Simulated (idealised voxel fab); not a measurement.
process module | voxel wiring stack
Displayed cross-section: cut, width of 145 nm, square cells sized 5 nm.
Just so we're on the same page, the cross-sections are grids of square cells, and they're listed out in bands top to bottom, each band one or more rows deep. What a band's entry tells you: where the top is and where the bottom is, as heights in nm, and after that what lies inside, material by material from left to right, each with its width in nm. Empty space is written as the word "blank", and a single material marked with the word "full width" occupies the band from edge to edge. Height reference: 0 = level under which incoming wafer is all one material. Lowest band: no bottom, runs on downward, e.g. "0..down". Top row gets the first number, bottom row gets the second, and each row in between changes by the same step: that is how a band width like "30->40" works. The designation "no change", where it is given for a processing step, indicates that no cell of the cross-section was altered in the course of that step. Voids not open to the top, 8 cells minimum: see "Closed empty spaces". Written width x height at distance; distance is from the left edge; nm. The remark found on a step's line after its settings is issued by the simulator itself and pertains to that step. overlay nm: step with mask; distance mask lay right of planned place; negative value = left of planned place.

The following list gives the planned process steps
- 1: RECEIVE | material Si
- 2: CONFORMAL_DEP | material SiO2 | thk nm 10
- 3: DIRECTIONAL_DEP | material TiN | thk nm 5
- 4: DIRECTIONAL_DEP | material Ru | thk nm 20
- 5: PATTERN | tone cover | mask id METAL_1 | material resist | width nm 30 | pitch nm 55 | thk nm 20 | overlay nm 0
- 6: DIRECTIONAL_ETCH | etch materials Ru | depth nm 20
- 7: DIRECTIONAL_ETCH | etch materials TiN | depth nm 5
- 8: STRIP | etch materials resist
- 9: CONFORMAL_DEP | material SiCN | thk nm 5
- 10: FILL_DEP | material SiO2 | thk nm 10
- 11: CMP | height nm 35
- 12: CONFORMAL_DEP | material SiCN | thk nm 5
- 13: DIRECTIONAL_DEP | material SiO2 | thk nm 10
- 14: MASKED_ETCH | tone open | mask id PLUG_1 | width nm 15 | etch materials SiO2 | depth nm 10 | overlay nm 0
- 15: MASKED_ETCH | tone open | mask id PLUG_1 | width nm 15 | etch materials SiCN | depth nm 5 | overlay nm 0
- 16: CONFORMAL_DEP | material TiN | thk nm 5
- 17: FILL_DEP | material W | thk nm 10
- 18: CMP | height nm 50
- 19: CONFORMAL_DEP | material SiCN | thk nm 5
- 20: DIRECTIONAL_DEP | material lowk | thk nm 20
- 21: DIRECTIONAL_DEP | material aC | thk nm 10
- 22: PATTERN | tone open | mask id METAL_2 | material resist | width nm 30 | pitch nm 55 | thk nm 30 | overlay nm 0
- 23: DIRECTIONAL_ETCH | etch materials aC | depth nm 10
- 24: STRIP | etch materials resist
- 25: DIRECTIONAL_ETCH | etch materials lowk | depth nm 20
- 26: DIRECTIONAL_ETCH | etch materials SiCN | depth nm 5
- 27: STRIP | etch materials aC
- 28: CONFORMAL_DEP | material TiN | thk nm 5
- 29: FILL_DEP | material Cu | thk nm 5
- 30: CMP | height nm 75
- 31: CONFORMAL_DEP | material SiCN | thk nm 5
- 32: DIRECTIONAL_DEP | material SiO2 | thk nm 20
- 33: DIRECTIONAL_DEP | material aC | thk nm 10
- 34: PATTERN | tone open | mask id PLUG_2 | material resist | width nm 15 | pitch nm 55 | thk nm 30 | overlay nm 0
- 35: DIRECTIONAL_ETCH | etch materials aC | depth nm 10
- 36: STRIP | etch materials resist
- 37: DIRECTIONAL_ETCH | etch materials SiO2 | depth nm 20
- 38: DIRECTIONAL_ETCH | etch materials SiCN | depth nm 5
- 39: STRIP | etch materials aC
- 40: CONFORMAL_DEP | material TiN | thk nm 5
- 41: FILL_DEP | material W | thk nm 10
- 42: CMP | height nm 100
- 43: DIRECTIONAL_DEP | material TiN | thk nm 5
- 44: DIRECTIONAL_DEP | material Ru | thk nm 25
- 45: MASKED_ETCH | tone cover | mask id METAL_3 | width nm 30 | pitch nm 55 | etch materials Ru | depth nm 25 | overlay nm 0
- 46: MASKED_ETCH | tone cover | mask id METAL_3 | width nm 30 | pitch nm 55 | etch materials TiN | depth nm 5 | overlay nm 0
- 47: FILL_DEP | material SiO2 | thk nm 10
- 48: CMP | height nm 130
- 49: CONFORMAL_DEP | material SiN | thk nm 5

First wafer of two (run as planned)

Incoming wafer, cross-sectional view, post step 1
	0..down  Si full width
	Closed empty spaces: none

Cross-section of the wafer subsequent to step 2
	10..0  SiO2 full width
	Lower than 0, everything is as it was.

Cross-section of the wafer subsequent to step 3
	15..10  TiN full width
	Lower than 10, everything is as it was.

Cross-section of the wafer subsequent to step 4
	35..15  Ru full width
	Lower than 15, everything is as it was.

Cross-section of the wafer subsequent to step 5
	55..35  blank 30 nm / resist 30 nm / blank 25 nm / resist 30 nm / blank 30 nm
	Lower than 35, everything is as it was.

Cross-section of the wafer subsequent to step 6
	55..35  blank 30 nm / resist 30 nm / blank 25 nm / resist 30 nm / blank 30 nm
	35..15  blank 30 nm / Ru 30 nm / blank 25 nm / Ru 30 nm / blank 30 nm
	Lower than 15, everything is as it was.

Cross-section of the wafer subsequent to step 7
	55..35  blank 30 nm / resist 30 nm / blank 25 nm / resist 30 nm / blank 30 nm
	35..15  blank 30 nm / Ru 30 nm / blank 25 nm / Ru 30 nm / blank 30 nm
	15..10  blank 30 nm / TiN 30 nm / blank 25 nm / TiN 30 nm / blank 30 nm
	Lower than 10, everything is as it was.

Cross-section of the wafer subsequent to step 8
	35..15  blank 30 nm / Ru 30 nm / blank 25 nm / Ru 30 nm / blank 30 nm
	Lower than 15, everything is as it was.

Cross-section of the wafer subsequent to step 9
	40..35  blank 25 nm / SiCN 40 nm / blank 15 nm / SiCN 40 nm / blank 25 nm
	35..15  blank 25 nm / SiCN 5 nm / Ru 30 nm / SiCN 5 nm / blank 15 nm / SiCN 5 nm / Ru 30 nm / SiCN 5 nm / blank 25 nm
	15..10  SiCN 30 nm / TiN 30 nm / SiCN 25 nm / TiN 30 nm / SiCN 30 nm
	Lower than 10, everything is as it was.

Cross-section of the wafer subsequent to step 10
	50..40  SiO2 full width
	40..35  SiO2 25 nm / SiCN 40 nm / SiO2 15 nm / SiCN 40 nm / SiO2 25 nm
	35..15  SiO2 25 nm / SiCN 5 nm / Ru 30 nm / SiCN 5 nm / SiO2 15 nm / SiCN 5 nm / Ru 30 nm / SiCN 5 nm / SiO2 25 nm
	Lower than 15, everything is as it was.

Cross-section of the wafer subsequent to step 11
	35..15  SiO2 25 nm / SiCN 5 nm / Ru 30 nm / SiCN 5 nm / SiO2 15 nm / SiCN 5 nm / Ru 30 nm / SiCN 5 nm / SiO2 25 nm
	Lower than 15, everything is as it was.

Cross-section of the wafer subsequent to step 12
	40..35  SiCN full width
	Lower than 35, everything is as it was.

Cross-section of the wafer subsequent to step 13
	50..40  SiO2 full width
	Lower than 40, everything is as it was.

Cross-section of the wafer subsequent to step 14
	50..40  SiO2 30 nm / blank 15 nm / SiO2 100 nm
	Lower than 40, everything is as it was.

Cross-section of the wafer subsequent to step 15
	50..40  SiO2 30 nm / blank 15 nm / SiO2 100 nm
	40..35  SiCN 30 nm / blank 15 nm / SiCN 100 nm
	Lower than 35, everything is as it was.

Cross-section of the wafer subsequent to step 16
	55..50  TiN 35 nm / blank 5 nm / TiN 105 nm
	50..40  SiO2 30 nm / TiN 5 nm / blank 5 nm / TiN 5 nm / SiO2 100 nm
	40..35  SiCN 30 nm / TiN 15 nm / SiCN 100 nm
	Lower than 35, everything is as it was.

Cross-section of the wafer subsequent to step 17
	65..55  W full width
	55..50  TiN 35 nm / W 5 nm / TiN 105 nm
	50..40  SiO2 30 nm / TiN 5 nm / W 5 nm / TiN 5 nm / SiO2 100 nm
	Lower than 40, everything is as it was.

Cross-section of the wafer subsequent to step 18
	50..40  SiO2 30 nm / TiN 5 nm / W 5 nm / TiN 5 nm / SiO2 100 nm
	Lower than 40, everything is as it was.

Cross-section of the wafer subsequent to step 19
	55..50  SiCN full width
	Lower than 50, everything is as it was.

Cross-section of the wafer subsequent to step 20
	75..55  lowk full width
	Lower than 55, everything is as it was.

Cross-section of the wafer subsequent to step 21
	85..75  aC full width
	Lower than 75, everything is as it was.

Cross-section of the wafer subsequent to step 22
	115..85  resist 30 nm / blank 30 nm / resist 25 nm / blank 30 nm / resist 30 nm
	Lower than 85, everything is as it was.

Cross-section of the wafer subsequent to step 23
	105..85  resist 30 nm / blank 30 nm / resist 25 nm / blank 30 nm / resist 30 nm
	85..75  aC 30 nm / blank 30 nm / aC 25 nm / blank 30 nm / aC 30 nm
	Lower than 75, everything is as it was.

Cross-section of the wafer subsequent to step 24
	85..75  aC 30 nm / blank 30 nm / aC 25 nm / blank 30 nm / aC 30 nm
	Lower than 75, everything is as it was.

Cross-section of the wafer subsequent to step 25
	85..75  aC 30 nm / blank 30 nm / aC 25 nm / blank 30 nm / aC 30 nm
	75..55  lowk 30 nm / blank 30 nm / lowk 25 nm / blank 30 nm / lowk 30 nm
	Lower than 55, everything is as it was.

Cross-section of the wafer subsequent to step 26
	85..75  aC 30 nm / blank 30 nm / aC 25 nm / blank 30 nm / aC 30 nm
	75..55  lowk 30 nm / blank 30 nm / lowk 25 nm / blank 30 nm / lowk 30 nm
	55..50  SiCN 30 nm / blank 30 nm / SiCN 25 nm / blank 30 nm / SiCN 30 nm
	Lower than 50, everything is as it was.

Cross-section of the wafer subsequent to step 27
	75..55  lowk 30 nm / blank 30 nm / lowk 25 nm / blank 30 nm / lowk 30 nm
	Lower than 55, everything is as it was.

Cross-section of the wafer subsequent to step 28
	80..75  TiN 35 nm / blank 20 nm / TiN 35 nm / blank 20 nm / TiN 35 nm
	75..55  lowk 30 nm / TiN 5 nm / blank 20 nm / TiN 5 nm / lowk 25 nm / TiN 5 nm / blank 20 nm / TiN 5 nm / lowk 30 nm
	55..50  SiCN 30 nm / TiN 30 nm / SiCN 25 nm / TiN 30 nm / SiCN 30 nm
	Lower than 50, everything is as it was.

Cross-section of the wafer subsequent to step 29
	85..80  Cu full width
	80..75  TiN 35 nm / Cu 20 nm / TiN 35 nm / Cu 20 nm / TiN 35 nm
	75..55  lowk 30 nm / TiN 5 nm / Cu 20 nm / TiN 5 nm / lowk 25 nm / TiN 5 nm / Cu 20 nm / TiN 5 nm / lowk 30 nm
	Lower than 55, everything is as it was.

Cross-section of the wafer subsequent to step 30
	75..55  lowk 30 nm / TiN 5 nm / Cu 20 nm / TiN 5 nm / lowk 25 nm / TiN 5 nm / Cu 20 nm / TiN 5 nm / lowk 30 nm
	Lower than 55, everything is as it was.

Cross-section of the wafer subsequent to step 31
	80..75  SiCN full width
	Lower than 75, everything is as it was.

Cross-section of the wafer subsequent to step 32
	100..80  SiO2 full width
	Lower than 80, everything is as it was.

Cross-section of the wafer subsequent to step 33
	110..100  aC full width
	Lower than 100, everything is as it was.

Cross-section of the wafer subsequent to step 34
	140..110  resist 30 nm / blank 15 nm / resist 40 nm / blank 15 nm / resist 45 nm
	Lower than 110, everything is as it was.

Cross-section of the wafer subsequent to step 35
	130..110  resist 30 nm / blank 15 nm / resist 40 nm / blank 15 nm / resist 45 nm
	110..100  aC 30 nm / blank 15 nm / aC 40 nm / blank 15 nm / aC 45 nm
	Lower than 100, everything is as it was.

Cross-section of the wafer subsequent to step 36
	110..100  aC 30 nm / blank 15 nm / aC 40 nm / blank 15 nm / aC 45 nm
	Lower than 100, everything is as it was.

Cross-section of the wafer subsequent to step 37
	110..100  aC 30 nm / blank 15 nm / aC 40 nm / blank 15 nm / aC 45 nm
	100..80  SiO2 30 nm / blank 15 nm / SiO2 40 nm / blank 15 nm / SiO2 45 nm
	Lower than 80, everything is as it was.

Cross-section of the wafer subsequent to step 38
	110..100  aC 30 nm / blank 15 nm / aC 40 nm / blank 15 nm / aC 45 nm
	100..80  SiO2 30 nm / blank 15 nm / SiO2 40 nm / blank 15 nm / SiO2 45 nm
	80..75  SiCN 30 nm / blank 15 nm / SiCN 40 nm / blank 15 nm / SiCN 45 nm
	Lower than 75, everything is as it was.

Cross-section of the wafer subsequent to step 39
	100..80  SiO2 30 nm / blank 15 nm / SiO2 40 nm / blank 15 nm / SiO2 45 nm
	Lower than 80, everything is as it was.

Cross-section of the wafer subsequent to step 40
	105..100  TiN 35 nm / blank 5 nm / TiN 50 nm / blank 5 nm / TiN 50 nm
	100..80  SiO2 30 nm / TiN 5 nm / blank 5 nm / TiN 5 nm / SiO2 40 nm / TiN 5 nm / blank 5 nm / TiN 5 nm / SiO2 45 nm
	80..75  SiCN 30 nm / TiN 15 nm / SiCN 40 nm / TiN 15 nm / SiCN 45 nm
	Lower than 75, everything is as it was.

Cross-section of the wafer subsequent to step 41
	115..105  W full width
	105..100  TiN 35 nm / W 5 nm / TiN 50 nm / W 5 nm / TiN 50 nm
	100..80  SiO2 30 nm / TiN 5 nm / W 5 nm / TiN 5 nm / SiO2 40 nm / TiN 5 nm / W 5 nm / TiN 5 nm / SiO2 45 nm
	Lower than 80, everything is as it was.

Cross-section of the wafer subsequent to step 42
	100..80  SiO2 30 nm / TiN 5 nm / W 5 nm / TiN 5 nm / SiO2 40 nm / TiN 5 nm / W 5 nm / TiN 5 nm / SiO2 45 nm
	Lower than 80, everything is as it was.

Cross-section of the wafer subsequent to step 43
	105..100  TiN full width
	Lower than 100, everything is as it was.

Cross-section of the wafer subsequent to step 44
	130..105  Ru full width
	Lower than 105, everything is as it was.

Cross-section of the wafer subsequent to step 45
	130..105  blank 30 nm / Ru 30 nm / blank 25 nm / Ru 30 nm / blank 30 nm
	Lower than 105, everything is as it was.

Cross-section of the wafer subsequent to step 46
	130..105  blank 30 nm / Ru 30 nm / blank 25 nm / Ru 30 nm / blank 30 nm
	105..100  blank 30 nm / TiN 30 nm / blank 25 nm / TiN 30 nm / blank 30 nm
	Lower than 100, everything is as it was.

Cross-section of the wafer subsequent to step 47
	140..130  SiO2 full width
	130..105  SiO2 30 nm / Ru 30 nm / SiO2 25 nm / Ru 30 nm / SiO2 30 nm
	105..100  SiO2 30 nm / TiN 30 nm / SiO2 25 nm / TiN 30 nm / SiO2 30 nm
	Lower than 100, everything is as it was.

Cross-section of the wafer subsequent to step 48
	130..105  SiO2 30 nm / Ru 30 nm / SiO2 25 nm / Ru 30 nm / SiO2 30 nm
	Lower than 105, everything is as it was.

Cross-section of the wafer subsequent to step 49
	135..130  SiN full width
	Lower than 130, everything is as it was.

The second wafer was prepared from the same starting point and under the same plan as the first; its processing contained one mistake, and it remains indistinguishable from the first wafer up to and including step 4

Cross-sectional view of the second wafer at the intended end time of process step 5
	55..35  resist 30 nm / blank 30 nm / resist 25 nm / blank 30 nm / resist 30 nm
	Lower than 35, everything is as it was.

Cross-sectional view of the second wafer at the intended end time of process step 6
	55..35  resist 30 nm / blank 30 nm / resist 25 nm / blank 30 nm / resist 30 nm
	35..15  Ru 30 nm / blank 30 nm / Ru 25 nm / blank 30 nm / Ru 30 nm
	Lower than 15, everything is as it was.

Cross-sectional view of the second wafer at the intended end time of process step 7
	55..35  resist 30 nm / blank 30 nm / resist 25 nm / blank 30 nm / resist 30 nm
	35..15  Ru 30 nm / blank 30 nm / Ru 25 nm / blank 30 nm / Ru 30 nm
	15..10  TiN 30 nm / blank 30 nm / TiN 25 nm / blank 30 nm / TiN 30 nm
	Lower than 10, everything is as it was.

Cross-sectional view of the second wafer at the intended end time of process step 8
	35..15  Ru 30 nm / blank 30 nm / Ru 25 nm / blank 30 nm / Ru 30 nm
	Lower than 15, everything is as it was.

Cross-sectional view of the second wafer at the intended end time of process step 9
	40..35  SiCN 35 nm / blank 20 nm / SiCN 35 nm / blank 20 nm / SiCN 35 nm
	35..15  Ru 30 nm / SiCN 5 nm / blank 20 nm / SiCN 5 nm / Ru 25 nm / SiCN 5 nm / blank 20 nm / SiCN 5 nm / Ru 30 nm
	15..10  TiN 30 nm / SiCN 30 nm / TiN 25 nm / SiCN 30 nm / TiN 30 nm
	Lower than 10, everything is as it was.

Cross-sectional view of the second wafer at the intended end time of process step 10
	50..40  SiO2 full width
	40..35  SiCN 35 nm / SiO2 20 nm / SiCN 35 nm / SiO2 20 nm / SiCN 35 nm
	35..15  Ru 30 nm / SiCN 5 nm / SiO2 20 nm / SiCN 5 nm / Ru 25 nm / SiCN 5 nm / SiO2 20 nm / SiCN 5 nm / Ru 30 nm
	Lower than 15, everything is as it was.

Cross-sectional view of the second wafer at the intended end time of process step 11
	35..15  Ru 30 nm / SiCN 5 nm / SiO2 20 nm / SiCN 5 nm / Ru 25 nm / SiCN 5 nm / SiO2 20 nm / SiCN 5 nm / Ru 30 nm
	Lower than 15, everything is as it was.

Cross-sectional view of the second wafer at the intended end time of process step 12
	40..35  SiCN full width
	Lower than 35, everything is as it was.

Cross-sectional view of the second wafer at the intended end time of process step 13
	50..40  SiO2 full width
	Lower than 40, everything is as it was.

Cross-sectional view of the second wafer at the intended end time of process step 14
	50..40  SiO2 30 nm / blank 15 nm / SiO2 100 nm
	Lower than 40, everything is as it was.

Cross-sectional view of the second wafer at the intended end time of process step 15
	50..40  SiO2 30 nm / blank 15 nm / SiO2 100 nm
	40..35  SiCN 30 nm / blank 15 nm / SiCN 100 nm
	Lower than 35, everything is as it was.

Cross-sectional view of the second wafer at the intended end time of process step 16
	55..50  TiN 35 nm / blank 5 nm / TiN 105 nm
	50..40  SiO2 30 nm / TiN 5 nm / blank 5 nm / TiN 5 nm / SiO2 100 nm
	40..35  SiCN 30 nm / TiN 15 nm / SiCN 100 nm
	Lower than 35, everything is as it was.

Cross-sectional view of the second wafer at the intended end time of process step 17
	65..55  W full width
	55..50  TiN 35 nm / W 5 nm / TiN 105 nm
	50..40  SiO2 30 nm / TiN 5 nm / W 5 nm / TiN 5 nm / SiO2 100 nm
	Lower than 40, everything is as it was.

Cross-sectional view of the second wafer at the intended end time of process step 18
	50..40  SiO2 30 nm / TiN 5 nm / W 5 nm / TiN 5 nm / SiO2 100 nm
	Lower than 40, everything is as it was.

Cross-sectional view of the second wafer at the intended end time of process step 19
	55..50  SiCN full width
	Lower than 50, everything is as it was.

Cross-sectional view of the second wafer at the intended end time of process step 20
	75..55  lowk full width
	Lower than 55, everything is as it was.

Cross-sectional view of the second wafer at the intended end time of process step 21
	85..75  aC full width
	Lower than 75, everything is as it was.

Cross-sectional view of the second wafer at the intended end time of process step 22
	115..85  resist 30 nm / blank 30 nm / resist 25 nm / blank 30 nm / resist 30 nm
	Lower than 85, everything is as it was.

Cross-sectional view of the second wafer at the intended end time of process step 23
	105..85  resist 30 nm / blank 30 nm / resist 25 nm / blank 30 nm / resist 30 nm
	85..75  aC 30 nm / blank 30 nm / aC 25 nm / blank 30 nm / aC 30 nm
	Lower than 75, everything is as it was.

Cross-sectional view of the second wafer at the intended end time of process step 24
	85..75  aC 30 nm / blank 30 nm / aC 25 nm / blank 30 nm / aC 30 nm
	Lower than 75, everything is as it was.

Cross-sectional view of the second wafer at the intended end time of process step 25
	85..75  aC 30 nm / blank 30 nm / aC 25 nm / blank 30 nm / aC 30 nm
	75..55  lowk 30 nm / blank 30 nm / lowk 25 nm / blank 30 nm / lowk 30 nm
	Lower than 55, everything is as it was.

Cross-sectional view of the second wafer at the intended end time of process step 26
	85..75  aC 30 nm / blank 30 nm / aC 25 nm / blank 30 nm / aC 30 nm
	75..55  lowk 30 nm / blank 30 nm / lowk 25 nm / blank 30 nm / lowk 30 nm
	55..50  SiCN 30 nm / blank 30 nm / SiCN 25 nm / blank 30 nm / SiCN 30 nm
	Lower than 50, everything is as it was.

Cross-sectional view of the second wafer at the intended end time of process step 27
	75..55  lowk 30 nm / blank 30 nm / lowk 25 nm / blank 30 nm / lowk 30 nm
	Lower than 55, everything is as it was.

Cross-sectional view of the second wafer at the intended end time of process step 28
	80..75  TiN 35 nm / blank 20 nm / TiN 35 nm / blank 20 nm / TiN 35 nm
	75..55  lowk 30 nm / TiN 5 nm / blank 20 nm / TiN 5 nm / lowk 25 nm / TiN 5 nm / blank 20 nm / TiN 5 nm / lowk 30 nm
	55..50  SiCN 30 nm / TiN 30 nm / SiCN 25 nm / TiN 30 nm / SiCN 30 nm
	Lower than 50, everything is as it was.

Cross-sectional view of the second wafer at the intended end time of process step 29
	85..80  Cu full width
	80..75  TiN 35 nm / Cu 20 nm / TiN 35 nm / Cu 20 nm / TiN 35 nm
	75..55  lowk 30 nm / TiN 5 nm / Cu 20 nm / TiN 5 nm / lowk 25 nm / TiN 5 nm / Cu 20 nm / TiN 5 nm / lowk 30 nm
	Lower than 55, everything is as it was.

Cross-sectional view of the second wafer at the intended end time of process step 30
	75..55  lowk 30 nm / TiN 5 nm / Cu 20 nm / TiN 5 nm / lowk 25 nm / TiN 5 nm / Cu 20 nm / TiN 5 nm / lowk 30 nm
	Lower than 55, everything is as it was.

Cross-sectional view of the second wafer at the intended end time of process step 31
	80..75  SiCN full width
	Lower than 75, everything is as it was.

Cross-sectional view of the second wafer at the intended end time of process step 32
	100..80  SiO2 full width
	Lower than 80, everything is as it was.

Cross-sectional view of the second wafer at the intended end time of process step 33
	110..100  aC full width
	Lower than 100, everything is as it was.

Cross-sectional view of the second wafer at the intended end time of process step 34
	140..110  resist 30 nm / blank 15 nm / resist 40 nm / blank 15 nm / resist 45 nm
	Lower than 110, everything is as it was.

Cross-sectional view of the second wafer at the intended end time of process step 35
	130..110  resist 30 nm / blank 15 nm / resist 40 nm / blank 15 nm / resist 45 nm
	110..100  aC 30 nm / blank 15 nm / aC 40 nm / blank 15 nm / aC 45 nm
	Lower than 100, everything is as it was.

Cross-sectional view of the second wafer at the intended end time of process step 36
	110..100  aC 30 nm / blank 15 nm / aC 40 nm / blank 15 nm / aC 45 nm
	Lower than 100, everything is as it was.

Cross-sectional view of the second wafer at the intended end time of process step 37
	110..100  aC 30 nm / blank 15 nm / aC 40 nm / blank 15 nm / aC 45 nm
	100..80  SiO2 30 nm / blank 15 nm / SiO2 40 nm / blank 15 nm / SiO2 45 nm
	Lower than 80, everything is as it was.

Cross-sectional view of the second wafer at the intended end time of process step 38
	110..100  aC 30 nm / blank 15 nm / aC 40 nm / blank 15 nm / aC 45 nm
	100..80  SiO2 30 nm / blank 15 nm / SiO2 40 nm / blank 15 nm / SiO2 45 nm
	80..75  SiCN 30 nm / blank 15 nm / SiCN 40 nm / blank 15 nm / SiCN 45 nm
	Lower than 75, everything is as it was.

Cross-sectional view of the second wafer at the intended end time of process step 39
	100..80  SiO2 30 nm / blank 15 nm / SiO2 40 nm / blank 15 nm / SiO2 45 nm
	Lower than 80, everything is as it was.

Cross-sectional view of the second wafer at the intended end time of process step 40
	105..100  TiN 35 nm / blank 5 nm / TiN 50 nm / blank 5 nm / TiN 50 nm
	100..80  SiO2 30 nm / TiN 5 nm / blank 5 nm / TiN 5 nm / SiO2 40 nm / TiN 5 nm / blank 5 nm / TiN 5 nm / SiO2 45 nm
	80..75  SiCN 30 nm / TiN 15 nm / SiCN 40 nm / TiN 15 nm / SiCN 45 nm
	Lower than 75, everything is as it was.

Cross-sectional view of the second wafer at the intended end time of process step 41
	115..105  W full width
	105..100  TiN 35 nm / W 5 nm / TiN 50 nm / W 5 nm / TiN 50 nm
	100..80  SiO2 30 nm / TiN 5 nm / W 5 nm / TiN 5 nm / SiO2 40 nm / TiN 5 nm / W 5 nm / TiN 5 nm / SiO2 45 nm
	Lower than 80, everything is as it was.

Cross-sectional view of the second wafer at the intended end time of process step 42
	100..80  SiO2 30 nm / TiN 5 nm / W 5 nm / TiN 5 nm / SiO2 40 nm / TiN 5 nm / W 5 nm / TiN 5 nm / SiO2 45 nm
	Lower than 80, everything is as it was.

Cross-sectional view of the second wafer at the intended end time of process step 43
	105..100  TiN full width
	Lower than 100, everything is as it was.

Cross-sectional view of the second wafer at the intended end time of process step 44
	130..105  Ru full width
	Lower than 105, everything is as it was.

Cross-sectional view of the second wafer at the intended end time of process step 45
	130..105  blank 30 nm / Ru 30 nm / blank 25 nm / Ru 30 nm / blank 30 nm
	Lower than 105, everything is as it was.

Cross-sectional view of the second wafer at the intended end time of process step 46
	130..105  blank 30 nm / Ru 30 nm / blank 25 nm / Ru 30 nm / blank 30 nm
	105..100  blank 30 nm / TiN 30 nm / blank 25 nm / TiN 30 nm / blank 30 nm
	Lower than 100, everything is as it was.

Cross-sectional view of the second wafer at the intended end time of process step 47
	140..130  SiO2 full width
	130..105  SiO2 30 nm / Ru 30 nm / SiO2 25 nm / Ru 30 nm / SiO2 30 nm
	105..100  SiO2 30 nm / TiN 30 nm / SiO2 25 nm / TiN 30 nm / SiO2 30 nm
	Lower than 100, everything is as it was.

Cross-sectional view of the second wafer at the intended end time of process step 48
	130..105  SiO2 30 nm / Ru 30 nm / SiO2 25 nm / Ru 30 nm / SiO2 30 nm
	Lower than 105, everything is as it was.

Cross-sectional view of the second wafer at the intended end time of process step 49
	135..130  SiN full width
	Lower than 130, everything is as it was.
So what did we get wrong on this run? step 5 ran with different settings than intended, the actual operation and settings being PATTERN | tone open | mask id METAL_1 | material resist | width nm 30 | pitch nm 55 | thk nm 20 | overlay nm 0
Counted in cells at the end, the second wafer holds more or fewer of these materials than the first: +20 Ru | -5 SiCN | -20 SiO2 | +5 TiN
